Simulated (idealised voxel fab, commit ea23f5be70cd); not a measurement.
process module | voxel trench capacitor
We display cut, a cross-section 260 nm in width whose square cells are each 5 nm.
How to read a cross-section here: the picture is a grid of square cells, written as bands going from the top down, and any band can span one or more rows of cells.
For a band, the entry starts with two heights in nm, that of the top and then that of the bottom, and carries on with the band's materials in order from left to right, each alongside its width in nm; the word "all across" beside a single material means it fills the band edge to edge, and "empty" means empty space.
Heights are measured from 0, the level below which the as-received wafer is all one material; the lowest band has no bottom and continues downward, written as in "z 0 and below".
So if you see something like "30..40" for the width, read it as the top row of the band sitting at the first number and the bottom row at the second, with every row in between moving by the same amount as the last.
"nothing changed" means the step left every cell of the cross-section as it was.
Heads up: "Voids, fully enclosed" only lists the empty pockets with no open path to the top that are 8 cells or more, and it writes them as width x height at distance, distance from the left edge, in nm.
Where a step's line continues beyond its settings, the continuation is a remark by the simulator itself on that step.
"overlay nm" on a masked step: distance the mask lay right of its planned place, negative for left.

Process steps - plan
1. RECEIVE | material Si
2. CONFORMAL_DEP | material SiN | thk nm 5
3. MASKED_ETCH | tone open | mask id TRENCH | width nm 25 | pitch nm 50 | etch materials SiN | depth nm 5 | overlay nm 0
4. MASKED_ETCH | tone open | mask id TRENCH | width nm 25 | pitch nm 50 | etch materials Si | depth nm 30 | overlay nm 0
5. CONFORMAL_DEP | material SiO2 | thk nm 5
6. FILL_DEP | material polySi | thk nm 10
7. CMP | height nm 5

As-received state of the wafer in cross-section, equivalent to post-step 1
* z 0 and below = Si all across
* Voids, fully enclosed: none

Figure: cross-sectional view of the wafer upon completion of the module, processed from the initial state and according to the plan depicted above, with one error introduced during execution
* z 5 to 0 = SiO2 (95); polySi (15); SiO2 (35); polySi (15); SiO2 (100)
* z 0 to -25 = Si (90); SiO2 (5); polySi (15); SiO2 (5); Si (25); SiO2 (5); polySi (15); SiO2 (5); Si (95)
* z -25 to -30 = Si (90); SiO2 (25); Si (25); SiO2 (25); Si (95)
* z -30 and below = Si all across
* Voids, fully enclosed: none
Nonconformance to the process plan: plan step 2: skipped, not run
